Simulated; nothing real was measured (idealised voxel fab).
The process module presented herein is designated voxel plated lines.
Section shown: cut. Width: 225 nm. Cell size: 5 nm, square.
Just so we're on the same page, the cross-sections are grids of square cells, and they're listed out in bands top to bottom, each band one or more rows deep.
The entry gives the band's vertical extent as a top height and a bottom height in nm, then its horizontal make-up as materials from left to right, each with a width in nm. "blank" stands for empty space; a single material marked "all across" fills the band edge to edge.
Height 0 is the level under which the wafer as received is all one material. The lowest band goes on downwards, as in "top 0, no bottom".
Per-row width for "30..40": begins at first number (top row of band), ends at second number (bottom row), increment between rows held constant.
It should be understood that the words "nothing changed", when stated for a given step, signify that the cross-section underwent no change in any of its cells during that step.
In the "Voids, fully enclosed" entry, you get each enclosed empty space of 8 cells or more, one with no open way to the top, written width x height at distance, distance from the left edge, in nm.
Anything after a step's settings on that line? It's the simulator's own note about the step.
Regarding "overlay nm": on a step with a mask, it is the distance the mask lay to the right of its planned place; a negative value places it to the left.
-- Process steps foreseen in the plan
1) RECEIVE [material Si]
2) CONFORMAL_DEP [material SiO2] [thk nm 5]
3) DIRECTIONAL_DEP [material TiN] [thk nm 5]
4) PATTERN [tone open] [mask id LINES] [material resist] [width nm 30] [pitch nm 45] [thk nm 30] [overlay nm 0]
5) EPI [material Ru] [thk nm 10]
6) EPI [material Ru] [thk nm 10]
7) STRIP [etch materials resist]
8) DIRECTIONAL_ETCH [etch materials TiN] [depth nm 5]
9) CONFORMAL_DEP [material SiN] [thk nm 10]
-- First wafer of two (run as planned)
-- This is the cross-section of the wafer as we received it, i.e. after step 1
top 0, no bottom  Si all across
Voids, fully enclosed: none
-- So this is the wafer cross-section right after step 2
top 5, bottom 0  SiO2 all across
Rest of section, below 0: as before.
-- So this is the wafer cross-section right after step 3
top 10, bottom 5  TiN all across
Rest of section, below 5: as before.
-- So this is the wafer cross-section right after step 4
top 40, bottom 10  resist: 50; blank: 30; resist: 15; blank: 30; resist: 15; blank: 30; resist: 55
Rest of section, below 10: as before.
-- So this is the wafer cross-section right after step 5
top 40, bottom 20  resist: 50; blank: 30; resist: 15; blank: 30; resist: 15; blank: 30; resist: 55
top 20, bottom 10  resist: 50; Ru: 30; resist: 15; Ru: 30; resist: 15; Ru: 30; resist: 55
Rest of section, below 10: as before.
-- So this is the wafer cross-section right after step 6
top 40, bottom 30  resist: 50; blank: 30; resist: 15; blank: 30; resist: 15; blank: 30; resist: 55
top 30, bottom 10  resist: 50; Ru: 30; resist: 15; Ru: 30; resist: 15; Ru: 30; resist: 55
Rest of section, below 10: as before.
-- So this is the wafer cross-section right after step 7
top 30, bottom 10  blank: 50; Ru: 30; blank: 15; Ru: 30; blank: 15; Ru: 30; blank: 55
Rest of section, below 10: as before.
-- So this is the wafer cross-section right after step 8
top 30, bottom 10  blank: 50; Ru: 30; blank: 15; Ru: 30; blank: 15; Ru: 30; blank: 55
top 10, bottom 5  blank: 50; TiN: 30; blank: 15; TiN: 30; blank: 15; TiN: 30; blank: 55
Rest of section, below 5: as before.
-- So this is the wafer cross-section right after step 9
top 40, bottom 30  blank: 40; SiN: 140; blank: 45
top 30, bottom 15  blank: 40; SiN: 10; Ru: 30; SiN: 15; Ru: 30; SiN: 15; Ru: 30; SiN: 10; blank: 45
top 15, bottom 10  SiN: 50; Ru: 30; SiN: 15; Ru: 30; SiN: 15; Ru: 30; SiN: 55
top 10, bottom 5  SiN: 50; TiN: 30; SiN: 15; TiN: 30; SiN: 15; TiN: 30; SiN: 55
Rest of section, below 5: as before.
-- Second of two: same start, same plan, one run error; steps up to and including 3 match the first
-- Second wafer at the planned finish of step 4, seen in cross-section
top 40, bottom 10  resist: 55; blank: 25; resist: 20; blank: 25; resist: 20; blank: 25; resist: 55
Rest of section, below 10: as before.
-- Second wafer at the planned finish of step 5, seen in cross-section
top 40, bottom 20  resist: 55; blank: 25; resist: 20; blank: 25; resist: 20; blank: 25; resist: 55
top 20, bottom 10  resist: 55; Ru: 25; resist: 20; Ru: 25; resist: 20; Ru: 25; resist: 55
Rest of section, below 10: as before.
-- Second wafer at the planned finish of step 6, seen in cross-section
top 40, bottom 30  resist: 55; blank: 25; resist: 20; blank: 25; resist: 20; blank: 25; resist: 55
top 30, bottom 10  resist: 55; Ru: 25; resist: 20; Ru: 25; resist: 20; Ru: 25; resist: 55
Rest of section, below 10: as before.
-- Second wafer at the planned finish of step 7, seen in cross-section
top 30, bottom 10  blank: 55; Ru: 25; blank: 20; Ru: 25; blank: 20; Ru: 25; blank: 55
Rest of section, below 10: as before.
-- Second wafer at the planned finish of step 8, seen in cross-section
top 30, bottom 10  blank: 55; Ru: 25; blank: 20; Ru: 25; blank: 20; Ru: 25; blank: 55
top 10, bottom 5  blank: 55; TiN: 25; blank: 20; TiN: 25; blank: 20; TiN: 25; blank: 55
Rest of section, below 5: as before.
-- Second wafer at the planned finish of step 9, seen in cross-section
top 40, bottom 30  blank: 45; SiN: 135; blank: 45
top 30, bottom 15  blank: 45; SiN: 10; Ru: 25; SiN: 20; Ru: 25; SiN: 20; Ru: 25; SiN: 10; blank: 45
top 15, bottom 10  SiN: 55; Ru: 25; SiN: 20; Ru: 25; SiN: 20; Ru: 25; SiN: 55
top 10, bottom 5  SiN: 55; TiN: 25; SiN: 20; TiN: 25; SiN: 20; TiN: 25; SiN: 55
Rest of section, below 5: as before.
Where did the run depart from the plan? so step 4 ended up running with a different setting than we planned, it ran as PATTERN [tone open] [mask id LINES] [material resist] [width nm 25] [pitch nm 45] [thk nm 30] [overlay nm 0]
Cell-count delta at end, second wafer over first, by material: 12 fewer of Ru; 10 more of SiN; 3 fewer of TiN
